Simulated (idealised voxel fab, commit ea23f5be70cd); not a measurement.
process module | voxel tone inversion
cross-section cut | 145 nm wide | cells 5 nm
A cross-section is a grid of square cells, given in bands from the top down. A band is one or more rows of cells.
Each band's line starts with the height of the band's top and of its bottom, in nm. Then come its materials from left to right, each with its width in nm. One material with "throughout" fills the band from edge to edge. "air" is empty space.
Height 0 is the level under which the wafer as received is all one material. The lowest band goes on downwards, as in "0 down".
A width such as "30 to 40" changes by the same amount from each row of cells to the next, from the band's top row to its bottom row.
"no change" after a step means that no cell of the cross-section changed.
closed voids: empty space of 8 cells or more with no open way to the top, each as width x height at its distance from the left edge, in nm
after a step's settings: what the simulator itself notes on the step
overlay nm, on a step with a mask: how far to the right of its planned place the mask lay; to the left if negative
plan
1 op RECEIVE | material Si
2 op CONFORMAL_DEP | material SiCN | thk nm 10
3 op DIRECTIONAL_DEP | material aC | thk nm 15
4 op PATTERN | tone cover | mask id POSTS | material resist | width nm 15 | pitch nm 30 | thk nm 20 | overlay nm 0
5 op DIRECTIONAL_ETCH | etch materials aC | depth nm 15
6 op STRIP | etch materials resist
7 op FILL_DEP | material SiO2 | thk nm 5
8 op CMP | height nm 25
9 op STRIP | etch materials aC
10 op CONFORMAL_DEP | material TiN | thk nm 5
11 op FILL_DEP | material Ru | thk nm 5
12 op CMP | height nm 25
13 op CONFORMAL_DEP | material SiCN | thk nm 5
as received, after step 1
  0 down: Si throughout
  closed voids: none
a wafer at the end: this start, this plan, one mistake
  30 to 25: SiCN throughout
  25 to 15: Ru 15 | TiN 5 | SiO2 15 | TiN 5 | Ru 5 | TiN 5 | SiO2 15 | TiN 5 | Ru 5 | TiN 5 | SiO2 15 | TiN 5 | Ru 5 | TiN 5 | SiO2 15 | TiN 5 | Ru 15
  15 to 10: TiN 20 | SiO2 15 | TiN 15 | SiO2 15 | TiN 15 | SiO2 15 | TiN 15 | SiO2 15 | TiN 20
  10 to 0: SiCN throughout
  0 down: Si throughout
  closed voids: none
what went wrong: step 4 ran as: op PATTERN | tone open | mask id POSTS | material resist | width nm 15 | pitch nm 30 | thk nm 20 | overlay nm 0
